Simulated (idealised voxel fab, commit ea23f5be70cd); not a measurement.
Module name: voxel plated lines (process module)
Cross-section cut spans 230 nm and uses square cells 5 nm in size.
This document writes a cross-section as a grid whose cells are square, and gives it as bands, listed from the top down; one or more rows of cells form a band.
What a band's entry tells you: where the top is and where the bottom is, as heights in nm, and after that what lies inside, material by material from left to right, each with its width in nm. Empty space is written as the word "empty", and a single material marked with the word "throughout" occupies the band from edge to edge.
The reference from which all heights are counted is 0, the level beneath which the as-received wafer is entirely one material; the lowest band, having no lower bound, proceeds downward and is written after the example "from 0 down".
Per-row width for "30..40": begins at first number (top row of band), ends at second number (bottom row), increment between rows held constant.
"no alterations made" means the step left every cell of the cross-section as it was.
Closed-off voids of 8+ cells (no open route to the top) go in "Trapped cavities", written width x height at distance from the left edge, in nm.
Heads up: the bit after the settings on a step's line is the simulator's remark on that step.
overlay nm, on a step with a mask: how far to the right of its planned place the mask lay; to the left if negative

Below is the list of planned process steps
- 1: op RECEIVE | material Si
- 2: op CONFORMAL_DEP | material SiN | thk nm 5
- 3: op DIRECTIONAL_DEP | material TiN | thk nm 5
- 4: op PATTERN | tone open | mask id LINES | material resist | width nm 20 | pitch nm 50 | thk nm 25 | overlay nm 0
- 5: op EPI | material Ru | thk nm 10
- 6: op EPI | material Ru | thk nm 5
- 7: op STRIP | etch materials resist
- 8: op DIRECTIONAL_ETCH | etch materials TiN | depth nm 5
- 9: op CONFORMAL_DEP | material SiCN | thk nm 10

Incoming wafer, cross-sectional view, post step 1
  from 0 down | Si throughout
  Trapped cavities: none

First of two wafers: cross-section at end of module, run per plan
  from 35 to 25 | 70 empty | 40 SiCN | 10 empty | 40 SiCN | 70 empty
  from 25 to 15 | 70 empty | 10 SiCN | 20 Ru | 10 SiCN | 10 empty | 10 SiCN | 20 Ru | 10 SiCN | 70 empty
  from 15 to 10 | 80 SiCN | 20 Ru | 30 SiCN | 20 Ru | 80 SiCN
  from 10 to 5 | 80 SiCN | 20 TiN | 30 SiCN | 20 TiN | 80 SiCN
  from 5 to 0 | SiN throughout
  from 0 down | Si throughout
  Trapped cavities: none

Wafer two, sectioned after the module: the first wafer's start, the first wafer's plan, and one mistake in how it was run
  from 45 to 35 | 70 empty | 40 SiCN | 10 empty | 40 SiCN | 70 empty
  from 35 to 15 | 70 empty | 10 SiCN | 20 Ru | 10 SiCN | 10 empty | 10 SiCN | 20 Ru | 10 SiCN | 70 empty
  from 15 to 10 | 80 SiCN | 20 Ru | 30 SiCN | 20 Ru | 80 SiCN
  from 10 to 5 | 80 SiCN | 20 TiN | 30 SiCN | 20 TiN | 80 SiCN
  from 5 to 0 | SiN throughout
  from 0 down | Si throughout
  Trapped cavities: none
The plan and the run diverged here: step 5 of the plan was executed twice over
Final tally in cells, some materials are higher or lower on the second wafer than on the first: Ru: 16 more, SiCN: 16 more
